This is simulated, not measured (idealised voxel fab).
This section sets out a process module, namely voxel gate over fins.
Each square cell in cross-section cut measures 5 nm, and the section as a whole is 195 nm wide.
How to read a cross-section here: the picture is a grid of square cells, written as bands going from the top down, and any band can span one or more rows of cells.
Read a band's entry like this: the first values are the height of its top and the height of its bottom in nm, and what follows is the sequence of materials from left to right, each with its width in nm. Note that "blank" is empty space, and that a single material marked "full width" reaches across the band from edge to edge.
Convention: height 0 is the level below which the wafer, as received, is all one material. The lowest band does not terminate at the bottom but continues downward, represented as "from 0 down".
A width such as "30..40" changes by the same amount from each row of cells to the next, from the band's top row to its bottom row.
What does "all unchanged" mean for a step? It means no cell of the cross-section changed in that step.
"Voids, sealed" enumerates empty spaces isolated from the top, with no open way to it, that contain at least 8 cells, giving each as width x height at distance from the left edge, all three in nm.
Read whatever lies past the settings on a step's line as the simulator's own remark about the step.
What "overlay nm" on a step's line means: if the step has a mask, that mask lay this far to the right of its planned place, or, when the value is negative, to the left.
-- The process steps that were planned are listed below
1: RECEIVE [material Si]
2: CONFORMAL_DEP [material SiN] [thk nm 5]
3: DIRECTIONAL_DEP [material aC] [thk nm 15]
4: PATTERN [tone cover] [mask id FINS] [material resist] [width nm 15] [pitch nm 60] [thk nm 30] [overlay nm 0]
5: DIRECTIONAL_ETCH [etch materials aC] [depth nm 15]
6: STRIP [etch materials resist]
7: DIRECTIONAL_ETCH [etch materials SiN] [depth nm 5]
8: DIRECTIONAL_ETCH [etch materials Si] [depth nm 30]
9: STRIP [etch materials aC]
10: FILL_DEP [material SiO2] [thk nm 10]
11: CMP [height nm 5]
12: MASKED_ETCH [tone open] [mask id RAIL] [width nm 15] [etch materials SiO2] [depth nm 30] [overlay nm 0]
13: CONFORMAL_DEP [material TiN] [thk nm 5]
14: FILL_DEP [material W] [thk nm 5]
15: CMP [height nm 5]
16: SELECTIVE_ETCH [etch materials W Ru TiN] [depth nm 20]
17: FILL_DEP [material SiO2] [thk nm 5]
18: CMP [height nm 5]
19: SELECTIVE_ETCH [etch materials SiO2] [depth nm 15]
20: STRIP [etch materials SiN]
21: CONFORMAL_DEP [material HfO2] [thk nm 5]
22: CONFORMAL_DEP [material TiN] [thk nm 5]
23: CONFORMAL_DEP [material TiAl] [thk nm 5]
24: CONFORMAL_DEP [material TiN] [thk nm 5]
25: FILL_DEP [material W] [thk nm 15]
26: CMP [height nm 30]
27: CONFORMAL_DEP [material SiCN] [thk nm 10]
-- Here's what the wafer looked like in cross-section when it arrived - that's after step 1
- from 0 down: Si full width
- Voids, sealed: none
-- Cross-sectional result after module completion. Note: starting condition and plan are unchanged from above; one processing mistake was made
- from 40 to 30: SiCN full width
- from 30 to 20: W full width
- from 20 to 15: 10 W | 55 TiN | 5 W | 55 TiN | 5 W | 55 TiN | 10 W
- from 15 to 10: 10 W | 5 TiN | 45 TiAl | 5 TiN | 5 W | 5 TiN | 45 TiAl | 5 TiN | 5 W | 5 TiN | 45 TiAl | 5 TiN | 10 W
- from 10 to 5: 15 TiN | 5 TiAl | 35 TiN | 5 TiAl | 15 TiN | 5 TiAl | 35 TiN | 5 TiAl | 15 TiN | 5 TiAl | 35 TiN | 5 TiAl | 15 TiN
- from 5 to 0: 20 TiAl | 5 TiN | 25 HfO2 | 5 TiN | 25 TiAl | 5 TiN | 25 HfO2 | 5 TiN | 25 TiAl | 5 TiN | 25 HfO2 | 5 TiN | 20 TiAl
- from 0 to -5: 25 TiN | 5 HfO2 | 15 Si | 5 HfO2 | 35 TiN | 5 HfO2 | 15 Si | 5 HfO2 | 35 TiN | 5 HfO2 | 15 Si | 5 HfO2 | 25 TiN
- from -5 to -10: 30 HfO2 | 15 Si | 45 HfO2 | 15 Si | 45 HfO2 | 15 Si | 30 HfO2
- from -10 to -15: 30 SiO2 | 15 Si | 45 SiO2 | 15 Si | 45 SiO2 | 15 Si | 30 SiO2
- from -15 to -20: 25 W | 5 TiN | 15 Si | 5 TiN | 5 W | 5 TiN | 15 SiO2 | 5 TiN | 5 W | 5 TiN | 15 Si | 5 TiN | 35 W | 5 TiN | 15 Si | 5 TiN | 25 W
- from -20 to -25: 30 TiN | 15 Si | 15 TiN | 15 SiO2 | 15 TiN | 15 Si | 45 TiN | 15 Si | 30 TiN
- from -25 to -30: 30 SiO2 | 15 Si | 45 SiO2 | 15 Si | 45 SiO2 | 15 Si | 30 SiO2
- from -30 down: Si full width
- Voids, sealed: none
Heads up, the wafer didn't run the way we planned it: step 12 changed vs plan, executed as MASKED_ETCH [tone cover] [mask id RAIL] [width nm 15] [etch materials SiO2] [depth nm 30] [overlay nm 0]
